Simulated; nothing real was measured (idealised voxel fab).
Herein follows the process module entitled voxel self aligned contacts.
Section shown: cut. Width: 230 nm. Cell size: 5 nm, square.
Notation: cross-section as square-cell grid; stated in bands, top first, going down; one or more cell rows per band. Top height, bottom height, nm. Materials left to right, width each, nm. Single material + "full width" = fills band edge to edge. "empty" = empty. Counting heights begins at 0, where everything beneath is, in the wafer as received, one material. The lowest band has no bottom; it goes on downwards, as "z 0 and below" shows. The two numbers in a width such as "30..40" mark its ends across the band: the first belongs to the top row of cells, the second to the bottom row, and from each row to the next the width moves by the same amount. "stayed the same" -> step changed no cross-section cell. Closed empty spaces (no open way to the top) of 8 cells or more are what "Enclosed void inventory" lists, each as width x height at distance from the left edge, nm for all three. It should be noted that, on the line of a given step, the content following the step's settings is a remark produced by the simulator itself with respect to that step. overlay nm: mask right of planned place by this much (step with mask). Neg. = left.

Below is the list of planned process steps
1: RECEIVE: material Si
2: OXIDIZE: depth nm 5
3: DIRECTIONAL_DEP: material polySi, thk nm 30
4: DIRECTIONAL_DEP: material SiN, thk nm 20
5: MASKED_ETCH: tone cover, mask id GATE, width nm 25, pitch nm 55, etch materials SiN, depth nm 20, overlay nm 0
6: MASKED_ETCH: tone cover, mask id GATE, width nm 25, pitch nm 55, etch materials polySi, depth nm 30, overlay nm 0
7: CONFORMAL_DEP: material SiN, thk nm 5
8: DIRECTIONAL_ETCH: etch materials SiN, depth nm 5
9: FILL_DEP: material SiO2, thk nm 15
10: CMP: height nm 60
11: PATTERN: tone open, mask id CONTACT, material resist, width nm 40, thk nm 15, overlay nm 0
12: DIRECTIONAL_ETCH: etch materials SiO2, depth nm 65
13: STRIP: etch materials resist
14: CONFORMAL_DEP: material TiN, thk nm 5
15: FILL_DEP: material Ru, thk nm 10
16: CMP: height nm 50
17: CONFORMAL_DEP: material SiCN, thk nm 5
The height nm used in step 16 is not the same on every wafer, whereas the starting condition is; the value printed in the plan is the first wafer's.

As-received state after step 1, first of several wafers, cross-section
> z 0 and below: Si full width
> Enclosed void inventory: none

First of several wafers, sectioned at end of module (last step: step 17)
> z 55 to 50: SiCN full width
> z 50 to 30: SiO2 70, SiN 35, TiN 5, Ru 10, TiN 5, SiN 35, SiO2 70
> z 30 to 0: SiO2 70, SiN 5, polySi 25, SiN 5, TiN 5, Ru 10, TiN 5, SiN 5, polySi 25, SiN 5, SiO2 70
> z 0 to -5: SiO2 105, TiN 20, SiO2 105
> z -5 and below: Si full width
> Enclosed void inventory: none

The last wafer as seen in cross-section at the end of the module
> z 80 to 75: SiCN full width
> z 75 to 65: Ru full width
> z 65 to 60: TiN 100, Ru 30, TiN 100
> z 60 to 50: SiO2 95, TiN 5..15, Ru 30..10, TiN 5..15, SiO2 95
> z 50 to 30: SiO2 70, SiN 35, TiN 5, Ru 10, TiN 5, SiN 35, SiO2 70
> z 30 to 0: SiO2 70, SiN 5, polySi 25, SiN 5, TiN 5, Ru 10, TiN 5, SiN 5, polySi 25, SiN 5, SiO2 70
> z 0 to -5: SiO2 105, TiN 20, SiO2 105
> z -5 and below: Si full width
> Enclosed void inventory: none

Below is a per-wafer table. In it, each row describes the wafer at the end of the module by giving, for each material, the number of cells gained (+) or lost (-) since the wafer was received, and after that the closed voids of the wafer
height nm 50, +20 Ru, -46 Si, +46 SiCN, +80 SiN, +322 SiO2, +24 TiN, +60 polySi, Enclosed void inventory: none
height nm 55, +22 Ru, -46 Si, +46 SiCN, +80 SiN, +360 SiO2, +30 TiN, +60 polySi, Enclosed void inventory: none
height nm 60, +28 Ru, -46 Si, +46 SiCN, +80 SiN, +398 SiO2, +32 TiN, +60 polySi, Enclosed void inventory: none
height nm 65, +34 Ru, -46 Si, +46 SiCN, +80 SiN, +398 SiO2, +72 TiN, +60 polySi, Enclosed void inventory: none
height nm 70, +80 Ru, -46 Si, +46 SiCN, +80 SiN, +398 SiO2, +72 TiN, +60 polySi, Enclosed void inventory: none
height nm 75, +126 Ru, -46 Si, +46 SiCN, +80 SiN, +398 SiO2, +72 TiN, +60 polySi, Enclosed void inventory: none
